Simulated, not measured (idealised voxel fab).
This section sets out a process module, namely voxel capacitor over wiring.
Pictured: cross-section cut, 205 nm wide, on a grid of 5 nm square cells.
How to read a cross-section here: the picture is a grid of square cells, written as bands going from the top down, and any band can span one or more rows of cells. Heads up on the band format: heights come first, top then bottom, in nm. After that it's the materials left to right, each with its width in nm. A single material flagged "everywhere" fills the whole band edge to edge, and "air" means there's empty space there. Beneath 0, the wafer as received is one material, and that level is where height counting begins. The lowest band goes on downward without a bottom; it is written like "0 nm and below". When a width is written as two numbers, as in "30->40", the first number is the width in the top row of cells of the band and the second is the width in its bottom row, and the width changes by the same amount from each row to the next. Step marked "remained the same"? Then no cell in the cross-section changed in it. Closed empty spaces (no open way to the top) of 8 cells or more are what "Closed void catalog" lists, each as width x height at distance from the left edge, nm for all three. Post-settings text on a step line: simulator's own remark regarding the step. The "overlay nm" setting may appear on a step's line; for a step that uses a mask, it gives how far to the right of its planned position the mask lay, and a negative value indicates the left.

-- Intended process steps
1,RECEIVE | material Si
2,CONFORMAL_DEP | material SiO2 | thk nm 10
3,CONFORMAL_DEP | material SiCN | thk nm 5
4,DIRECTIONAL_DEP | material lowk | thk nm 15
5,PATTERN | tone open | mask id METAL_1 | material resist | width nm 25 | pitch nm 95 | thk nm 15 | overlay nm 0
6,DIRECTIONAL_ETCH | etch materials lowk | depth nm 15
7,DIRECTIONAL_ETCH | etch materials SiCN | depth nm 5
8,STRIP | etch materials resist
9,CONFORMAL_DEP | material TiN | thk nm 5
10,FILL_DEP | material Cu | thk nm 5
11,CMP | height nm 30
12,EPI | material Ru | thk nm 5
13,FILL_DEP | material SiCN | thk nm 5
14,DIRECTIONAL_DEP | material lowk | thk nm 15
15,DIRECTIONAL_DEP | material aC | thk nm 15
16,PATTERN | tone open | mask id PLUG_1 | material resist | width nm 15 | thk nm 35 | overlay nm 0
17,DIRECTIONAL_ETCH | etch materials aC | depth nm 15
18,STRIP | etch materials resist
19,DIRECTIONAL_ETCH | etch materials lowk | depth nm 15
20,DIRECTIONAL_ETCH | etch materials SiCN | depth nm 5
21,STRIP | etch materials aC
22,EPI | material Ru | thk nm 10
23,EPI | material Ru | thk nm 10
24,DIRECTIONAL_DEP | material TiN | thk nm 10
25,DIRECTIONAL_DEP | material Al2O3 | thk nm 5
26,DIRECTIONAL_DEP | material TiN | thk nm 5
27,MASKED_ETCH | tone cover | mask id UPPER_PLATE | width nm 75 | etch materials TiN | depth nm 5 | overlay nm 0
28,MASKED_ETCH | tone cover | mask id UPPER_PLATE | width nm 75 | etch materials Al2O3 | depth nm 5 | overlay nm 0
29,PATTERN | tone cover | mask id LOWER_PLATE | material resist | width nm 85 | thk nm 20 | overlay nm 0
30,DIRECTIONAL_ETCH | etch materials TiN | depth nm 10
31,STRIP | etch materials resist
32,FILL_DEP | material SiO2 | thk nm 20
33,CMP | height nm 90
34,DIRECTIONAL_DEP | material aC | thk nm 10
35,PATTERN | tone open | mask id PLUG_2 | material resist | width nm 15 | thk nm 30 | overlay nm 0
36,DIRECTIONAL_ETCH | etch materials aC | depth nm 10
37,STRIP | etch materials resist
38,DIRECTIONAL_ETCH | etch materials SiO2 | depth nm 15
39,STRIP | etch materials aC
40,CONFORMAL_DEP | material TiN | thk nm 5
41,FILL_DEP | material Ru | thk nm 5
42,CMP | height nm 90
43,CONFORMAL_DEP | material SiN | thk nm 5

-- Below: the first of two wafers, run as planned

-- Cross-section, incoming material, after step 1
0 nm and below | Si everywhere
Closed void catalog: none

-- Upon completion of step 2, the wafer appears in cross-section as shown
10 nm to 0 nm | SiO2 everywhere
Heights below 0 show no change.

-- Upon completion of step 3, the wafer appears in cross-section as shown
15 nm to 10 nm | SiCN everywhere
Heights below 10 show no change.

-- Upon completion of step 4, the wafer appears in cross-section as shown
30 nm to 15 nm | lowk everywhere
Heights below 15 show no change.

-- Upon completion of step 5, the wafer appears in cross-section as shown
45 nm to 30 nm | resist: 40, air: 25, resist: 70, air: 25, resist: 45
Heights below 30 show no change.

-- Upon completion of step 6, the wafer appears in cross-section as shown
45 nm to 30 nm | resist: 40, air: 25, resist: 70, air: 25, resist: 45
30 nm to 15 nm | lowk: 40, air: 25, lowk: 70, air: 25, lowk: 45
Heights below 15 show no change.

-- Upon completion of step 7, the wafer appears in cross-section as shown
45 nm to 30 nm | resist: 40, air: 25, resist: 70, air: 25, resist: 45
30 nm to 15 nm | lowk: 40, air: 25, lowk: 70, air: 25, lowk: 45
15 nm to 10 nm | SiCN: 40, air: 25, SiCN: 70, air: 25, SiCN: 45
Heights below 10 show no change.

-- Upon completion of step 8, the wafer appears in cross-section as shown
30 nm to 15 nm | lowk: 40, air: 25, lowk: 70, air: 25, lowk: 45
Heights below 15 show no change.

-- Upon completion of step 9, the wafer appears in cross-section as shown
35 nm to 30 nm | TiN: 45, air: 15, TiN: 80, air: 15, TiN: 50
30 nm to 15 nm | lowk: 40, TiN: 5, air: 15, TiN: 5, lowk: 70, TiN: 5, air: 15, TiN: 5, lowk: 45
15 nm to 10 nm | SiCN: 40, TiN: 25, SiCN: 70, TiN: 25, SiCN: 45
Heights below 10 show no change.

-- Upon completion of step 10, the wafer appears in cross-section as shown
40 nm to 35 nm | Cu everywhere
35 nm to 30 nm | TiN: 45, Cu: 15, TiN: 80, Cu: 15, TiN: 50
30 nm to 15 nm | lowk: 40, TiN: 5, Cu: 15, TiN: 5, lowk: 70, TiN: 5, Cu: 15, TiN: 5, lowk: 45
Heights below 15 show no change.

-- Upon completion of step 11, the wafer appears in cross-section as shown
30 nm to 15 nm | lowk: 40, TiN: 5, Cu: 15, TiN: 5, lowk: 70, TiN: 5, Cu: 15, TiN: 5, lowk: 45
Heights below 15 show no change.

-- Upon completion of step 12, the wafer appears in cross-section as shown
35 nm to 30 nm | air: 35, Ru: 35, air: 60, Ru: 35, air: 40
Heights below 30 show no change.

-- Upon completion of step 13, the wafer appears in cross-section as shown
40 nm to 35 nm | SiCN everywhere
35 nm to 30 nm | SiCN: 35, Ru: 35, SiCN: 60, Ru: 35, SiCN: 40
Heights below 30 show no change.

-- Upon completion of step 14, the wafer appears in cross-section as shown
55 nm to 40 nm | lowk everywhere
Heights below 40 show no change.

-- Upon completion of step 15, the wafer appears in cross-section as shown
70 nm to 55 nm | aC everywhere
Heights below 55 show no change.

-- Upon completion of step 16, the wafer appears in cross-section as shown
105 nm to 70 nm | resist: 50, air: 15, resist: 140
Heights below 70 show no change.

-- Upon completion of step 17, the wafer appears in cross-section as shown
90 nm to 70 nm | resist: 50, air: 15, resist: 140
70 nm to 55 nm | aC: 50, air: 15, aC: 140
Heights below 55 show no change.

-- Upon completion of step 18, the wafer appears in cross-section as shown
70 nm to 55 nm | aC: 50, air: 15, aC: 140
Heights below 55 show no change.

-- Upon completion of step 19, the wafer appears in cross-section as shown
70 nm to 55 nm | aC: 50, air: 15, aC: 140
55 nm to 40 nm | lowk: 50, air: 15, lowk: 140
Heights below 40 show no change.

-- Upon completion of step 20, the wafer appears in cross-section as shown
70 nm to 55 nm | aC: 50, air: 15, aC: 140
55 nm to 40 nm | lowk: 50, air: 15, lowk: 140
40 nm to 35 nm | SiCN: 50, air: 15, SiCN: 140
Heights below 35 show no change.

-- Upon completion of step 21, the wafer appears in cross-section as shown
55 nm to 40 nm | lowk: 50, air: 15, lowk: 140
Heights below 40 show no change.

-- Upon completion of step 22, the wafer appears in cross-section as shown
55 nm to 45 nm | lowk: 50, air: 15, lowk: 140
45 nm to 40 nm | lowk: 50, Ru: 15, lowk: 140
40 nm to 35 nm | SiCN: 50, Ru: 15, SiCN: 140
Heights below 35 show no change.

-- Upon completion of step 23, the wafer appears in cross-section as shown
55 nm to 40 nm | lowk: 50, Ru: 15, lowk: 140
Heights below 40 show no change.

-- Upon completion of step 24, the wafer appears in cross-section as shown
65 nm to 55 nm | TiN everywhere
Heights below 55 show no change.

-- Upon completion of step 25, the wafer appears in cross-section as shown
70 nm to 65 nm | Al2O3 everywhere
Heights below 65 show no change.

-- Upon completion of step 26, the wafer appears in cross-section as shown
75 nm to 70 nm | TiN everywhere
Heights below 70 show no change.

-- Upon completion of step 27, the wafer appears in cross-section as shown
75 nm to 70 nm | air: 50, TiN: 75, air: 80
Heights below 70 show no change.

-- Upon completion of step 28, the wafer appears in cross-section as shown
75 nm to 70 nm | air: 50, TiN: 75, air: 80
70 nm to 65 nm | air: 50, Al2O3: 75, air: 80
Heights below 65 show no change.

-- Upon completion of step 29, the wafer appears in cross-section as shown
95 nm to 75 nm | air: 45, resist: 85, air: 75
75 nm to 70 nm | air: 45, resist: 5, TiN: 75, resist: 5, air: 75
70 nm to 65 nm | air: 45, resist: 5, Al2O3: 75, resist: 5, air: 75
Heights below 65 show no change.

-- Upon completion of step 30, the wafer appears in cross-section as shown
95 nm to 75 nm | air: 45, resist: 85, air: 75
75 nm to 70 nm | air: 45, resist: 5, TiN: 75, resist: 5, air: 75
70 nm to 65 nm | air: 45, resist: 5, Al2O3: 75, resist: 5, air: 75
65 nm to 55 nm | air: 45, TiN: 85, air: 75
Heights below 55 show no change.

-- Upon completion of step 31, the wafer appears in cross-section as shown
75 nm to 70 nm | air: 50, TiN: 75, air: 80
70 nm to 65 nm | air: 50, Al2O3: 75, air: 80
Heights below 65 show no change.

-- Upon completion of step 32, the wafer appears in cross-section as shown
95 nm to 75 nm | SiO2 everywhere
75 nm to 70 nm | SiO2: 50, TiN: 75, SiO2: 80
70 nm to 65 nm | SiO2: 50, Al2O3: 75, SiO2: 80
65 nm to 55 nm | SiO2: 45, TiN: 85, SiO2: 75
Heights below 55 show no change.

-- Upon completion of step 33, the wafer appears in cross-section as shown
90 nm to 75 nm | SiO2 everywhere
Heights below 75 show no change.

-- Upon completion of step 34, the wafer appears in cross-section as shown
100 nm to 90 nm | aC everywhere
Heights below 90 show no change.

-- Upon completion of step 35, the wafer appears in cross-section as shown
130 nm to 100 nm | resist: 60, air: 15, resist: 130
Heights below 100 show no change.

-- Upon completion of step 36, the wafer appears in cross-section as shown
120 nm to 100 nm | resist: 60, air: 15, resist: 130
100 nm to 90 nm | aC: 60, air: 15, aC: 130
Heights below 90 show no change.

-- Upon completion of step 37, the wafer appears in cross-section as shown
100 nm to 90 nm | aC: 60, air: 15, aC: 130
Heights below 90 show no change.

-- Upon completion of step 38, the wafer appears in cross-section as shown
100 nm to 90 nm | aC: 60, air: 15, aC: 130
90 nm to 75 nm | SiO2: 60, air: 15, SiO2: 130
Heights below 75 show no change.

-- Upon completion of step 39, the wafer appears in cross-section as shown
90 nm to 75 nm | SiO2: 60, air: 15, SiO2: 130
Heights below 75 show no change.

-- Upon completion of step 40, the wafer appears in cross-section as shown
95 nm to 90 nm | TiN: 65, air: 5, TiN: 135
90 nm to 80 nm | SiO2: 60, TiN: 5, air: 5, TiN: 5, SiO2: 130
80 nm to 70 nm | SiO2: 60->50, TiN: 15->75, SiO2: 130->80
Heights below 70 show no change.

-- Upon completion of step 41, the wafer appears in cross-section as shown
100 nm to 95 nm | Ru everywhere
95 nm to 90 nm | TiN: 65, Ru: 5, TiN: 135
90 nm to 80 nm | SiO2: 60, TiN: 5, Ru: 5, TiN: 5, SiO2: 130
Heights below 80 show no change.

-- Upon completion of step 42, the wafer appears in cross-section as shown
90 nm to 80 nm | SiO2: 60, TiN: 5, Ru: 5, TiN: 5, SiO2: 130
Heights below 80 show no change.

-- Upon completion of step 43, the wafer appears in cross-section as shown
95 nm to 90 nm | SiN everywhere
Heights below 90 show no change.

-- The second wafer was prepared from the same starting point and under the same plan as the first; its processing contained one mistake, and it remains indistinguishable from the first wafer up to and including step 34

-- The second wafer in cross-section, at the planned close of step 35
130 nm to 100 nm | resist: 50, air: 15, resist: 140
Heights below 100 show no change.

-- The second wafer in cross-section, at the planned close of step 36
120 nm to 100 nm | resist: 50, air: 15, resist: 140
100 nm to 90 nm | aC: 50, air: 15, aC: 140
Heights below 90 show no change.

-- The second wafer in cross-section, at the planned close of step 37
100 nm to 90 nm | aC: 50, air: 15, aC: 140
Heights below 90 show no change.

-- The second wafer in cross-section, at the planned close of step 38
100 nm to 90 nm | aC: 50, air: 15, aC: 140
90 nm to 75 nm | SiO2: 50, air: 15, SiO2: 140
Heights below 75 show no change.

-- The second wafer in cross-section, at the planned close of step 39
90 nm to 75 nm | SiO2: 50, air: 15, SiO2: 140
Heights below 75 show no change.

-- The second wafer in cross-section, at the planned close of step 40
95 nm to 90 nm | TiN: 55, air: 5, TiN: 145
90 nm to 80 nm | SiO2: 50, TiN: 5, air: 5, TiN: 5, SiO2: 140
80 nm to 70 nm | SiO2: 50, TiN: 15->75, SiO2: 140->80
Heights below 70 show no change.

-- The second wafer in cross-section, at the planned close of step 41
100 nm to 95 nm | Ru everywhere
95 nm to 90 nm | TiN: 55, Ru: 5, TiN: 145
90 nm to 80 nm | SiO2: 50, TiN: 5, Ru: 5, TiN: 5, SiO2: 140
Heights below 80 show no change.

-- The second wafer in cross-section, at the planned close of step 42
90 nm to 80 nm | SiO2: 50, TiN: 5, Ru: 5, TiN: 5, SiO2: 140
Heights below 80 show no change.

-- The second wafer in cross-section, at the planned close of step 43
95 nm to 90 nm | SiN everywhere
Heights below 90 show no change.
It is concluded that the wafer was processed incorrectly with respect to the plan, in that step 35: run off-plan, actual operation and settings PATTERN | tone open | mask id PLUG_2 | material resist | width nm 15 | thk nm 30 | overlay nm -10
Upon completion, the cell count for each material on the second wafer equals that on the first, whereas the spatial distribution of those cells differs.
